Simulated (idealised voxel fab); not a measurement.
Process module heading - voxel air gaps
The figure presents cross-section cut, which has a width of 220 nm and is divided into square cells with an edge length of 5 nm.
Each cross-section below is a grid of square cells, stated as bands in top-down order, with one or more rows of cells making up each band.
Per band: top height and bottom height in nm, followed by the left-to-right materials and their widths in nm; "throughout" marks a single material spanning edge to edge, "empty" marks empty space.
Where do heights start? At 0: under that level the wafer as delivered is made of one material only. And the lowest band has no floor; it just carries on downward, as in "0 -> down".
Read "30 to 40" as a graded width: first number on top, second number at the bottom, same change between each pair of neighbouring rows.
Basically "no modifications" means that step didn't change any cell in the cross-section.
For the entry "Sealed voids", the listed items are empty spaces with no open way to the top whose size is 8 cells or more; each item follows the pattern width x height at distance, where distance is from the left edge and all three are in nm.
It should be noted that, on the line of a given step, the content following the step's settings is a remark produced by the simulator itself with respect to that step.
Steps that use a mask can have "overlay nm" on their line. It says how far the mask sat to the right of where it was meant to be. Negative means to the left.

The following list gives the planned process steps:
1: RECEIVE: material Si
2: CONFORMAL_DEP: material SiO2, thk nm 15
3: CONFORMAL_DEP: material SiCN, thk nm 5
4: DIRECTIONAL_DEP: material SiO2, thk nm 30
5: DIRECTIONAL_DEP: material aC, thk nm 10
6: PATTERN: tone open, mask id LINES, material resist, width nm 20, pitch nm 45, thk nm 30, overlay nm 0
7: DIRECTIONAL_ETCH: etch materials aC, depth nm 10
8: STRIP: etch materials resist
9: DIRECTIONAL_ETCH: etch materials SiO2, depth nm 30
10: STRIP: etch materials aC
11: CONFORMAL_DEP: material TiN, thk nm 5
12: FILL_DEP: material W, thk nm 10
13: CMP: height nm 50
14: EPI: material Ru, thk nm 10
15: SELECTIVE_ETCH: etch materials SiO2, depth nm 40
16: CONFORMAL_DEP: material SiCN, thk nm 5

Received-state cross-section, reflecting completion of step 1:
    0 -> down: Si throughout
    Sealed voids: none

Look at the cross-section after the module: the wafer started out the way shown above and the plan was the one shown above, yet one mistake was made along the way:
    65 -> 60: 15 of empty  185 of SiCN  20 of empty
    60 -> 50: 15 of empty  5 of SiCN  40 of Ru  5 of SiCN  40 of Ru  5 of SiCN  40 of Ru  5 of SiCN  40 of Ru  5 of SiCN  20 of empty
    50 -> 45: 15 of empty  15 of SiCN  5 of TiN  10 of SiCN  5 of TiN  25 of SiCN  5 of TiN  10 of SiCN  5 of TiN  25 of SiCN  5 of TiN  10 of SiCN  5 of TiN  25 of SiCN  5 of TiN  10 of SiCN  5 of TiN  15 of SiCN  20 of empty
    45 -> 25: 25 of empty  5 of SiCN  5 of TiN  10 of SiCN  5 of TiN  5 of SiCN  15 of empty  5 of SiCN  5 of TiN  10 of SiCN  5 of TiN  5 of SiCN  15 of empty  5 of SiCN  5 of TiN  10 of SiCN  5 of TiN  5 of SiCN  15 of empty  5 of SiCN  5 of TiN  10 of SiCN  5 of TiN  5 of SiCN  30 of empty
    25 -> 20: 30 of SiCN  20 of TiN  25 of SiCN  20 of TiN  25 of SiCN  20 of TiN  25 of SiCN  20 of TiN  35 of SiCN
    20 -> 15: SiCN throughout
    15 -> 0: SiO2 throughout
    0 -> down: Si throughout
    Sealed voids: 15 x 20 at 55; 15 x 20 at 100; 15 x 20 at 145
Run error: rather than as planned, step 12 actually ran as FILL_DEP: material SiCN, thk nm 10
